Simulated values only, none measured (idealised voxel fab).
voxel transistor to metal: a process module
Section cut is 150 nm wide and gridded with 5 nm square cells.
A cross-section is written here as square cells arranged in a grid, and it is given in bands from the top down, each band taking up one or more rows of cells.
Band: top and bottom heights (nm) first, top before bottom; then materials from left to right, widths in nm. "throughout" marks a sole material filling the band edge to edge. "empty" denotes empty space.
Zero point of the height axis is 0; under it, received wafer = one material. Lowest band: continues down indefinitely, "0..down".
So if you see something like "30->40" for the width, read it as the top row of the band sitting at the first number and the bottom row at the second, with every row in between moving by the same amount as the last.
It should be understood that the words "left unchanged", when stated for a given step, signify that the cross-section underwent no change in any of its cells during that step.
Each empty space that has no open way to the top and spans at least 8 cells appears under "Fully closed voids" as width x height at distance, the distance counted from the left edge, all in nm.
Whatever follows a step's settings on its line is a remark the simulator itself makes about that step.
"overlay nm" denotes, for a step that has a mask, the displacement of the mask to the right of its planned place, with negative values corresponding to the left.

**Set out below are the planned steps of the process**
1 RECEIVE: material Si
2 OXIDIZE: depth nm 5
3 CONFORMAL_DEP: material SiN, thk nm 10
4 MASKED_ETCH: tone cover, mask id ACTIVE, width nm 115, etch materials SiN, depth nm 10, overlay nm 0
5 MASKED_ETCH: tone cover, mask id ACTIVE, width nm 115, etch materials SiO2, depth nm 5, overlay nm 0
6 MASKED_ETCH: tone cover, mask id ACTIVE, width nm 115, etch materials Si, depth nm 20, overlay nm 0
7 FILL_DEP: material SiO2, thk nm 15
8 CMP: height nm 10
9 SELECTIVE_ETCH: etch materials SiO2, depth nm 5
10 STRIP: etch materials SiN
11 SELECTIVE_ETCH: etch materials SiO2, depth nm 5
12 OXIDIZE: depth nm 5
13 DIRECTIONAL_DEP: material polySi, thk nm 30
14 DIRECTIONAL_DEP: material SiCN, thk nm 15
15 MASKED_ETCH: tone cover, mask id GATE, width nm 35, etch materials SiCN, depth nm 25, overlay nm 0
16 MASKED_ETCH: tone cover, mask id GATE, width nm 35, etch materials polySi, depth nm 40, overlay nm 0
17 CONFORMAL_DEP: material SiN, thk nm 5
18 DIRECTIONAL_ETCH: etch materials SiN, depth nm 5
19 DIRECTIONAL_ETCH: etch materials SiO2, depth nm 5
20 DIRECTIONAL_ETCH: etch materials Si, depth nm 5
21 EPI: material nSi, thk nm 5
22 FILL_DEP: material SiO2, thk nm 10
23 CMP: height nm 25
24 STRIP: etch materials polySi
25 SELECTIVE_ETCH: etch materials SiO2, depth nm 5
26 CONFORMAL_DEP: material HfO2, thk nm 5
27 CONFORMAL_DEP: material TiN, thk nm 5
28 FILL_DEP: material W, thk nm 5
29 CMP: height nm 20
30 DIRECTIONAL_DEP: material SiO2, thk nm 15
31 DIRECTIONAL_DEP: material aC, thk nm 15
32 PATTERN: tone open, mask id CONTACT, material resist, width nm 15, pitch nm 80, thk nm 30, overlay nm 0
33 DIRECTIONAL_ETCH: etch materials aC, depth nm 15
34 STRIP: etch materials resist
35 DIRECTIONAL_ETCH: etch materials SiO2, depth nm 45
36 STRIP: etch materials aC
37 CONFORMAL_DEP: material TiN, thk nm 5
38 FILL_DEP: material W, thk nm 10
39 CMP: height nm 35
40 DIRECTIONAL_DEP: material TiN, thk nm 5
41 DIRECTIONAL_DEP: material Ru, thk nm 25
42 PATTERN: tone cover, mask id METAL_1, material resist, width nm 15, pitch nm 80, thk nm 15, overlay nm 0
43 DIRECTIONAL_ETCH: etch materials Ru, depth nm 25
44 DIRECTIONAL_ETCH: etch materials TiN, depth nm 5
45 STRIP: etch materials resist
46 FILL_DEP: material lowk, thk nm 10
47 CMP: height nm 65
48 CONFORMAL_DEP: material SiN, thk nm 5

**Wafer at receipt (post step 1), cross-section**
  0..down: Si throughout
  Fully closed voids: none

**Here's the wafer cut in cross-section after the module, started and planned just like above, except one thing was done wrong in the run**
  70..65: SiN throughout
  65..40: 25 nm lowk; 15 nm Ru; 65 nm lowk; 15 nm Ru; 30 nm lowk
  40..35: 25 nm lowk; 15 nm TiN; 65 nm lowk; 15 nm TiN; 30 nm lowk
  35..20: 25 nm SiO2; 5 nm TiN; 5 nm W; 5 nm TiN; 65 nm SiO2; 5 nm TiN; 5 nm W; 5 nm TiN; 30 nm SiO2
  20..0: 25 nm SiO2; 5 nm TiN; 5 nm W; 5 nm TiN; 10 nm SiO2; 5 nm SiN; 5 nm TiN; 25 nm W; 5 nm TiN; 5 nm SiN; 10 nm SiO2; 5 nm TiN; 5 nm W; 5 nm TiN; 30 nm SiO2
  0..-5: 10 nm SiO2; 5 nm SiN; 10 nm SiO2; 5 nm TiN; 5 nm W; 5 nm TiN; 10 nm SiO2; 5 nm SiN; 5 nm TiN; 25 nm W; 5 nm TiN; 5 nm SiN; 10 nm SiO2; 5 nm TiN; 5 nm W; 5 nm TiN; 10 nm SiO2; 5 nm SiN; 15 nm SiO2
  -5..-10: 25 nm SiO2; 15 nm TiN; 5 nm SiO2; 5 nm nSi; 45 nm TiN; 5 nm nSi; 5 nm SiO2; 15 nm TiN; 30 nm SiO2
  -10..-15: 15 nm SiO2; 35 nm nSi; 45 nm Si; 35 nm nSi; 20 nm SiO2
  -15..-25: 15 nm SiO2; 115 nm Si; 20 nm SiO2
  -25..down: Si throughout
  Fully closed voids: none
What went wrong in running the wafer? plan step 26: skipped, not run
